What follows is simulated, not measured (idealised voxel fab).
process module | voxel fin reveal
cross-section cut | 260 nm wide | cells 5 nm
A cross-section is a grid of square cells, given in bands from the top down. A band is one or more rows of cells.
Each band's line starts with the height of the band's top and of its bottom, in nm. Then come its materials from left to right, each with its width in nm. One material with "throughout" fills the band from edge to edge. "air" is empty space.
Height 0 is the level under which the wafer as received is all one material. The lowest band goes on downwards, as in "0 down".
A width such as "30 to 40" changes by the same amount from each row of cells to the next, from the band's top row to its bottom row.
"no change" after a step means that no cell of the cross-section changed.
closed voids: empty space of 8 cells or more with no open way to the top, each as width x height at its distance from the left edge, in nm
after a step's settings: what the simulator itself notes on the step
overlay nm, on a step with a mask: how far to the right of its planned place the mask lay; to the left if negative
plan
1 op RECEIVE | material Si
2 op CONFORMAL_DEP | material SiN | thk nm 5
3 op DIRECTIONAL_DEP | material aC | thk nm 10
4 op PATTERN | tone cover | mask id FINS | material resist | width nm 15 | pitch nm 35 | thk nm 25 | overlay nm 0
5 op DIRECTIONAL_ETCH | etch materials aC | depth nm 10
6 op STRIP | etch materials resist
7 op DIRECTIONAL_ETCH | etch materials SiN | depth nm 5
8 op DIRECTIONAL_ETCH | etch materials Si | depth nm 35
9 op STRIP | etch materials aC
10 op FILL_DEP | material SiO2 | thk nm 5
11 op CMP | height nm 5
12 op SELECTIVE_ETCH | etch materials SiO2 | depth nm 25
13 op STRIP | etch materials SiN
14 op CONFORMAL_DEP | material HfO2 | thk nm 5
as received, after step 1
  0 down: Si throughout
  closed voids: none
first wafer at the end, as planned
  5 to 0: air 65 | HfO2 25 | air 10 | HfO2 25 | air 10 | HfO2 25 | air 10 | HfO2 25 | air 65
  0 to -15: air 65 | HfO2 5 | Si 15 | HfO2 5 | air 10 | HfO2 5 | Si 15 | HfO2 5 | air 10 | HfO2 5 | Si 15 | HfO2 5 | air 10 | HfO2 5 | Si 15 | HfO2 5 | air 65
  -15 to -20: HfO2 70 | Si 15 | HfO2 20 | Si 15 | HfO2 20 | Si 15 | HfO2 20 | Si 15 | HfO2 70
  -20 to -35: SiO2 70 | Si 15 | SiO2 20 | Si 15 | SiO2 20 | Si 15 | SiO2 20 | Si 15 | SiO2 70
  -35 down: Si throughout
  closed voids: none
second wafer at the end: like start, like plan, one mistake
  5 to 0: air 60 | HfO2 25 | air 10 | HfO2 25 | air 10 | HfO2 25 | air 10 | HfO2 25 | air 70
  0 to -15: air 60 | HfO2 5 | Si 15 | HfO2 5 | air 10 | HfO2 5 | Si 15 | HfO2 5 | air 10 | HfO2 5 | Si 15 | HfO2 5 | air 10 | HfO2 5 | Si 15 | HfO2 5 | air 70
  -15 to -20: HfO2 65 | Si 15 | HfO2 20 | Si 15 | HfO2 20 | Si 15 | HfO2 20 | Si 15 | HfO2 75
  -20 to -35: SiO2 65 | Si 15 | SiO2 20 | Si 15 | SiO2 20 | Si 15 | SiO2 20 | Si 15 | SiO2 75
  -35 down: Si throughout
  closed voids: none
what went wrong: step 4 ran as: op PATTERN | tone cover | mask id FINS | material resist | width nm 15 | pitch nm 35 | thk nm 25 | overlay nm -5
at the end the second wafer has, in cells: as many of each material as the first, in other places
